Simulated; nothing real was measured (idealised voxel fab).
This section sets out a process module, namely voxel gate over fins.
Displayed cross-section: cut, width of 145 nm, square cells sized 5 nm.
Throughout this document, each cross-section is represented as a grid of square cells and is presented as a sequence of bands enumerated from the top downward, where a band comprises one or more rows of cells. The band entry comprises the height of the band's top followed by the height of its bottom, expressed in nm, and subsequently the band's materials from left to right, each stated together with its width in nm. Where a single material is marked with the word "all across", that material fills the band from edge to edge. The word "blank" represents empty space. The level at which height equals 0 is the one under which the wafer, as it arrives, is entirely one material. No lower edge exists for the bottom band, which continues downward and is notated as in "from 0 down". Think of "30..40" as a width that walks from the first number to the second as you go down the band, top row to bottom row, taking equal-sized steps from row to row. Step note "nothing got changed" = no cross-section cell changed. Listed in "Closed-off voids": every empty space of 8 or more cells without an open way to the top. Form: width x height at distance, the distance being from the left edge, all in nm. It should be noted that, on the line of a given step, the content following the step's settings is a remark produced by the simulator itself with respect to that step. "overlay nm", when on a step's line for a step with a mask, measures how far to the right of its planned place the mask lay; a negative measure means to the left.
-- Process steps - plan
- 1: RECEIVE with material Si
- 2: CONFORMAL_DEP with material SiN, thk nm 10
- 3: DIRECTIONAL_DEP with material aC, thk nm 15
- 4: PATTERN with tone cover, mask id FINS, material resist, width nm 15, pitch nm 40, thk nm 35, overlay nm 0
- 5: DIRECTIONAL_ETCH with etch materials aC, depth nm 15
- 6: STRIP with etch materials resist
- 7: DIRECTIONAL_ETCH with etch materials SiN, depth nm 10
- 8: DIRECTIONAL_ETCH with etch materials Si, depth nm 30
- 9: STRIP with etch materials aC
- 10: OXIDIZE with depth nm 5
- 11: FILL_DEP with material SiO2, thk nm 10
- 12: CMP with height nm 10
- 13: SELECTIVE_ETCH with etch materials SiO2, depth nm 25
- 14: STRIP with etch materials SiN
- 15: CONFORMAL_DEP with material HfO2, thk nm 5
- 16: CONFORMAL_DEP with material TiN, thk nm 5
- 17: FILL_DEP with material W, thk nm 10
- 18: CMP with height nm 15
- 19: CONFORMAL_DEP with material SiN, thk nm 5
-- As received (post step 1): cross-section
    from 0 down | Si all across
    Closed-off voids: none
-- Wafer cross-section at module end: first of two, run to plan
    from 20 to 15 | SiN all across
    from 15 to 10 | W all across
    from 10 to 5 | 20 of W, then 25 of TiN, then 15 of W, then 25 of TiN, then 15 of W, then 25 of TiN, then 20 of W
    from 5 to 0 | 20 of W, then 5 of TiN, then 15 of HfO2, then 5 of TiN, then 15 of W, then 5 of TiN, then 15 of HfO2, then 5 of TiN, then 15 of W, then 5 of TiN, then 15 of HfO2, then 5 of TiN, then 20 of W
    from 0 to -5 | 20 of W, then 5 of TiN, then 5 of HfO2, then 5 of Si, then 5 of HfO2, then 5 of TiN, then 15 of W, then 5 of TiN, then 5 of HfO2, then 5 of Si, then 5 of HfO2, then 5 of TiN, then 15 of W, then 5 of TiN, then 5 of HfO2, then 5 of Si, then 5 of HfO2, then 5 of TiN, then 20 of W
    from -5 to -10 | 25 of TiN, then 5 of HfO2, then 5 of Si, then 5 of HfO2, then 25 of TiN, then 5 of HfO2, then 5 of Si, then 5 of HfO2, then 25 of TiN, then 5 of HfO2, then 5 of Si, then 5 of HfO2, then 25 of TiN
    from -10 to -15 | 30 of HfO2, then 5 of Si, then 35 of HfO2, then 5 of Si, then 35 of HfO2, then 5 of Si, then 30 of HfO2
    from -15 to -35 | 30 of SiO2, then 5 of Si, then 35 of SiO2, then 5 of Si, then 35 of SiO2, then 5 of Si, then 30 of SiO2
    from -35 down | Si all across
    Closed-off voids: none
-- Same start, same plan as the first wafer - but one mistake in the run. Cross-section of the second of the two at the end of the module
    from 20 to 15 | SiN all across
    from 15 to 10 | W all across
    from 10 to 5 | 10 of W, then 25 of TiN, then 15 of W, then 25 of TiN, then 15 of W, then 25 of TiN, then 30 of W
    from 5 to 0 | 10 of W, then 5 of TiN, then 15 of HfO2, then 5 of TiN, then 15 of W, then 5 of TiN, then 15 of HfO2, then 5 of TiN, then 15 of W, then 5 of TiN, then 15 of HfO2, then 5 of TiN, then 30 of W
    from 0 to -5 | 10 of W, then 5 of TiN, then 5 of HfO2, then 5 of Si, then 5 of HfO2, then 5 of TiN, then 15 of W, then 5 of TiN, then 5 of HfO2, then 5 of Si, then 5 of HfO2, then 5 of TiN, then 15 of W, then 5 of TiN, then 5 of HfO2, then 5 of Si, then 5 of HfO2, then 5 of TiN, then 30 of W
    from -5 to -10 | 15 of TiN, then 5 of HfO2, then 5 of Si, then 5 of HfO2, then 25 of TiN, then 5 of HfO2, then 5 of Si, then 5 of HfO2, then 25 of TiN, then 5 of HfO2, then 5 of Si, then 5 of HfO2, then 35 of TiN
    from -10 to -15 | 20 of HfO2, then 5 of Si, then 35 of HfO2, then 5 of Si, then 35 of HfO2, then 5 of Si, then 40 of HfO2
    from -15 to -35 | 20 of SiO2, then 5 of Si, then 35 of SiO2, then 5 of Si, then 35 of SiO2, then 5 of Si, then 40 of SiO2
    from -35 down | Si all across
    Closed-off voids: none
Heads up, the wafer didn't run the way we planned it: it should be noted that step 4 was executed with settings other than those planned, the operation and settings actually applied being PATTERN with tone cover, mask id FINS, material resist, width nm 15, pitch nm 40, thk nm 35, overlay nm -10
At the end, each material covers as many cells on the second wafer as it does on the first, though the cells it covers are elsewhere.
